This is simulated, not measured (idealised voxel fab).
Name of the process module below: voxel self aligned contacts
This is section cut - it's 230 nm across, gridded in 5 nm square cells.
In this document a cross-section is written as a grid of square cells. It is given as a series of bands, listed from the top down, and a band is one or more rows of cells.
Within each band entry, the heights of the top and of the bottom of the band appear first, in that order and in nm; the materials of the band then follow from left to right, each with its corresponding width in nm. The designation "everywhere" on a single material indicates that it fills the band from edge to edge; the designation "empty" indicates empty space.
For the purposes of this specification, 0 denotes the height below which the wafer in its as-received condition is composed wholly of one material, and the lowermost band, lacking a lower limit, extends downward without end, as expressed in "0 and below".
Per-row width for "30->40": begins at first number (top row of band), ends at second number (bottom row), increment between rows held constant.
Reading "nothing altered" for a step: not a cell of the cross-section changed in it.
The entry "Enclosed void listing" lists the empty spaces that cover at least 8 cells and have no open path to the top. Each is written as width x height at distance, where the distance is measured from the left edge and all three values are in nm.
Read whatever lies past the settings on a step's line as the simulator's own remark about the step.
"overlay nm" denotes, for a step that has a mask, the displacement of the mask to the right of its planned place, with negative values corresponding to the left.

### Steps in the process plan
1. RECEIVE, material Si
2. OXIDIZE, depth nm 5
3. DIRECTIONAL_DEP, material polySi, thk nm 30
4. DIRECTIONAL_DEP, material SiN, thk nm 20
5. DIRECTIONAL_DEP, material aC, thk nm 10
6. PATTERN, tone cover, mask id GATE, material resist, width nm 30, pitch nm 60, thk nm 25, overlay nm 0
7. DIRECTIONAL_ETCH, etch materials aC, depth nm 10
8. STRIP, etch materials resist
9. DIRECTIONAL_ETCH, etch materials SiN, depth nm 20
10. DIRECTIONAL_ETCH, etch materials polySi, depth nm 30
11. STRIP, etch materials aC
12. CONFORMAL_DEP, material SiN, thk nm 5
13. DIRECTIONAL_ETCH, etch materials SiN, depth nm 5
14. FILL_DEP, material SiO2, thk nm 15
15. CMP, height nm 60
16. MASKED_ETCH, tone open, mask id CONTACT, width nm 40, pitch nm 60, etch materials SiO2, depth nm 55, overlay nm 0
17. CONFORMAL_DEP, material TiN, thk nm 5
18. FILL_DEP, material W, thk nm 10
19. CMP, height nm 60
20. CONFORMAL_DEP, material SiN, thk nm 5
Every wafer here starts from the same state; it is the step 16 depth nm that distinguishes them, and the value the plan gives belongs to the first wafer.

### The first of several wafers as received, shown in cross-section; this is its state after step 1
  0 and below | Si everywhere
  Enclosed void listing: none

### End of the module, past its last step, step 20: how the first of several wafers looks in cross-section
  65 down to 60 | SiN everywhere
  60 down to 50 | SiO2 65 nm; TiN 5->15 nm; W 30->10 nm; TiN 5->15 nm; SiO2 20 nm; TiN 5->15 nm; W 30->10 nm; TiN 5->15 nm; SiO2 65 nm
  50 down to 30 | SiO2 35 nm; SiN 40 nm; TiN 5 nm; W 10 nm; TiN 5 nm; SiN 40 nm; TiN 5 nm; W 10 nm; TiN 5 nm; SiN 40 nm; SiO2 35 nm
  30 down to 10 | SiO2 35 nm; SiN 5 nm; polySi 30 nm; SiN 5 nm; TiN 5 nm; W 10 nm; TiN 5 nm; SiN 5 nm; polySi 30 nm; SiN 5 nm; TiN 5 nm; W 10 nm; TiN 5 nm; SiN 5 nm; polySi 30 nm; SiN 5 nm; SiO2 35 nm
  10 down to 5 | SiO2 35 nm; SiN 5 nm; polySi 30 nm; SiN 5 nm; TiN 20 nm; SiN 5 nm; polySi 30 nm; SiN 5 nm; TiN 20 nm; SiN 5 nm; polySi 30 nm; SiN 5 nm; SiO2 35 nm
  5 down to 0 | SiO2 35 nm; SiN 5 nm; polySi 30 nm; SiN 5 nm; SiO2 20 nm; SiN 5 nm; polySi 30 nm; SiN 5 nm; SiO2 20 nm; SiN 5 nm; polySi 30 nm; SiN 5 nm; SiO2 35 nm
  0 down to -5 | SiO2 everywhere
  -5 and below | Si everywhere
  Enclosed void listing: none

### End of module, last wafer sectioned
  65 down to 60 | SiN everywhere
  60 down to 50 | SiO2 65 nm; TiN 5->15 nm; W 30->10 nm; TiN 5->15 nm; SiO2 20 nm; TiN 5->15 nm; W 30->10 nm; TiN 5->15 nm; SiO2 65 nm
  50 down to 30 | SiO2 35 nm; SiN 40 nm; TiN 5 nm; W 10 nm; TiN 5 nm; SiN 40 nm; TiN 5 nm; W 10 nm; TiN 5 nm; SiN 40 nm; SiO2 35 nm
  30 down to 0 | SiO2 35 nm; SiN 5 nm; polySi 30 nm; SiN 5 nm; TiN 5 nm; W 10 nm; TiN 5 nm; SiN 5 nm; polySi 30 nm; SiN 5 nm; TiN 5 nm; W 10 nm; TiN 5 nm; SiN 5 nm; polySi 30 nm; SiN 5 nm; SiO2 35 nm
  0 down to -5 | SiO2 75 nm; TiN 20 nm; SiO2 40 nm; TiN 20 nm; SiO2 75 nm
  -5 and below | Si everywhere
  Enclosed void listing: none

### Below is a per-wafer table. In it, each row describes the wafer at the end of the module by giving, for each material, the number of cells gained (+) or lost (-) since the wafer was received, and after that the closed voids of the wafer
depth nm 55 | -46 Si | +178 SiN | +254 SiO2 | +56 TiN | +48 W | +108 polySi | Enclosed void listing: none
depth nm 60 | -46 Si | +178 SiN | +246 SiO2 | +60 TiN | +52 W | +108 polySi | Enclosed void listing: none
depth nm 65 | -46 Si | +178 SiN | +238 SiO2 | +64 TiN | +56 W | +108 polySi | Enclosed void listing: none
depth nm 70 | -46 Si | +178 SiN | +238 SiO2 | +64 TiN | +56 W | +108 polySi | Enclosed void listing: none
depth nm 75 | -46 Si | +178 SiN | +238 SiO2 | +64 TiN | +56 W | +108 polySi | Enclosed void listing: none
depth nm 80 | -46 Si | +178 SiN | +238 SiO2 | +64 TiN | +56 W | +108 polySi | Enclosed void listing: none
